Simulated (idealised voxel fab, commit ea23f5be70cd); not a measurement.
process module | voxel air gaps
Section cut is 215 nm wide and gridded with 5 nm square cells.
Cross-section format: a grid of square cells, given as bands from top to bottom; each band is one or more rows of cells.
Quick guide to a band line: top height, bottom height (nm) up front; then every material left to right with its width in nm. Only one material and it's marked "all across"? Then it fills the band edge to edge. And "air" just means empty space.
Counting heights begins at 0, where everything beneath is, in the wafer as received, one material. The lowest band has no bottom; it goes on downwards, as "0..down" shows.
The notation "30 to 40" denotes a width that varies across the rows of cells in the band, beginning at the first number in the top row, finishing at the second number in the bottom row, and changing by an identical amount from each row to the next.
"nothing got changed" -> step changed no cross-section cell.
Enclosed void listing: empty space of 8 cells or more with no open way to the top, each as width x height at its distance from the left edge, in nm
Text after the settings on a step's line: the simulator's own remark on that step.
"overlay nm" answers the question of how far to the right of plan the mask lay on a step that has a mask, and when it is negative the answer is to the left.
# Set out below are the planned steps of the process
1: RECEIVE: material Si
2: CONFORMAL_DEP: material SiO2, thk nm 10
3: CONFORMAL_DEP: material SiCN, thk nm 5
4: DIRECTIONAL_DEP: material lowk, thk nm 35
5: MASKED_ETCH: tone open, mask id LINES, width nm 20, pitch nm 50, etch materials lowk, depth nm 35, overlay nm 0
6: CONFORMAL_DEP: material TiN, thk nm 5
7: FILL_DEP: material Ru, thk nm 10
8: CMP: height nm 50
9: EPI: material Ru, thk nm 10
10: SELECTIVE_ETCH: etch materials lowk, depth nm 45
11: CONFORMAL_DEP: material SiCN, thk nm 5
# First of two wafers - as planned
# Here's what the wafer looked like in cross-section when it arrived - that's after step 1
	0..down = Si all across
	Enclosed void listing: none
# How the wafer stands in section after step 2
	10..0 = SiO2 all across
	Anything lower than 0 is untouched.
# How the wafer stands in section after step 3
	15..10 = SiCN all across
	Anything lower than 10 is untouched.
# How the wafer stands in section after step 4
	50..15 = lowk all across
	Anything lower than 15 is untouched.
# How the wafer stands in section after step 5
	50..15 = lowk=20, air=20, lowk=30, air=20, lowk=30, air=20, lowk=30, air=20, lowk=25
	Anything lower than 15 is untouched.
# How the wafer stands in section after step 6
	55..50 = TiN=25, air=10, TiN=40, air=10, TiN=40, air=10, TiN=40, air=10, TiN=30
	50..20 = lowk=20, TiN=5, air=10, TiN=5, lowk=30, TiN=5, air=10, TiN=5, lowk=30, TiN=5, air=10, TiN=5, lowk=30, TiN=5, air=10, TiN=5, lowk=25
	20..15 = lowk=20, TiN=20, lowk=30, TiN=20, lowk=30, TiN=20, lowk=30, TiN=20, lowk=25
	Anything lower than 15 is untouched.
# How the wafer stands in section after step 7
	65..55 = Ru all across
	55..50 = TiN=25, Ru=10, TiN=40, Ru=10, TiN=40, Ru=10, TiN=40, Ru=10, TiN=30
	50..20 = lowk=20, TiN=5, Ru=10, TiN=5, lowk=30, TiN=5, Ru=10, TiN=5, lowk=30, TiN=5, Ru=10, TiN=5, lowk=30, TiN=5, Ru=10, TiN=5, lowk=25
	Anything lower than 20 is untouched.
# How the wafer stands in section after step 8
	50..20 = lowk=20, TiN=5, Ru=10, TiN=5, lowk=30, TiN=5, Ru=10, TiN=5, lowk=30, TiN=5, Ru=10, TiN=5, lowk=30, TiN=5, Ru=10, TiN=5, lowk=25
	Anything lower than 20 is untouched.
# How the wafer stands in section after step 9
	60..50 = air=10, Ru=40, air=10, Ru=40, air=10, Ru=40, air=10, Ru=40, air=15
	Anything lower than 50 is untouched.
# How the wafer stands in section after step 10
	60..50 = air=10, Ru=40, air=10, Ru=40, air=10, Ru=40, air=10, Ru=40, air=15
	50..20 = air=20, TiN=5, Ru=10, TiN=5, air=30, TiN=5, Ru=10, TiN=5, air=30, TiN=5, Ru=10, TiN=5, air=30, TiN=5, Ru=10, TiN=5, air=25
	20..15 = air=20, TiN=20, air=30, TiN=20, air=30, TiN=20, air=30, TiN=20, air=25
	Anything lower than 15 is untouched.
# How the wafer stands in section after step 11
	65..60 = air=5, SiCN=200, air=10
	60..50 = air=5, SiCN=5, Ru=40, SiCN=10, Ru=40, SiCN=10, Ru=40, SiCN=10, Ru=40, SiCN=5, air=10
	50..45 = air=5, SiCN=15, TiN=5, Ru=10, TiN=5, SiCN=30, TiN=5, Ru=10, TiN=5, SiCN=30, TiN=5, Ru=10, TiN=5, SiCN=30, TiN=5, Ru=10, TiN=5, SiCN=15, air=10
	45..20 = air=15, SiCN=5, TiN=5, Ru=10, TiN=5, SiCN=5, air=20, SiCN=5, TiN=5, Ru=10, TiN=5, SiCN=5, air=20, SiCN=5, TiN=5, Ru=10, TiN=5, SiCN=5, air=20, SiCN=5, TiN=5, Ru=10, TiN=5, SiCN=5, air=20
	20..15 = SiCN=20, TiN=20, SiCN=30, TiN=20, SiCN=30, TiN=20, SiCN=30, TiN=20, SiCN=25
	Anything lower than 15 is untouched.
	Enclosed void listing: 20 x 25 at 45; 20 x 25 at 95; 20 x 25 at 145
# Wafer two: like wafer one in start and plan, but with one mistake in execution; identical up to and including step 8
# The second wafer in cross-section, at the planned close of step 9
	70..50 = Ru=210, air=5
	Anything lower than 50 is untouched.
# The second wafer in cross-section, at the planned close of step 10
	70..50 = Ru=210, air=5
	50..20 = lowk=20, TiN=5, Ru=10, TiN=5, lowk=30, TiN=5, Ru=10, TiN=5, lowk=30, TiN=5, Ru=10, TiN=5, lowk=30, TiN=5, Ru=10, TiN=5, air=25
	20..15 = lowk=20, TiN=20, lowk=30, TiN=20, lowk=30, TiN=20, lowk=30, TiN=20, air=25
	Anything lower than 15 is untouched.
# The second wafer in cross-section, at the planned close of step 11
	75..70 = SiCN all across
	70..50 = Ru=210, SiCN=5
	50..45 = lowk=20, TiN=5, Ru=10, TiN=5, lowk=30, TiN=5, Ru=10, TiN=5, lowk=30, TiN=5, Ru=10, TiN=5, lowk=30, TiN=5, Ru=10, TiN=5, SiCN=25
	45..20 = lowk=20, TiN=5, Ru=10, TiN=5, lowk=30, TiN=5, Ru=10, TiN=5, lowk=30, TiN=5, Ru=10, TiN=5, lowk=30, TiN=5, Ru=10, TiN=5, SiCN=5, air=20
	20..15 = lowk=20, TiN=20, lowk=30, TiN=20, lowk=30, TiN=20, lowk=30, TiN=20, SiCN=25
	Anything lower than 15 is untouched.
	Enclosed void listing: 20 x 25 at 195
Run error: execution of plan step 9 occurred twice
Final difference in cells, second wafer against first, listed per material as more or fewer: 104 more of Ru | 85 fewer of SiCN | 154 more of lowk
Quick summary for you: first wafer finishes at 3 closed voids, second at 1.
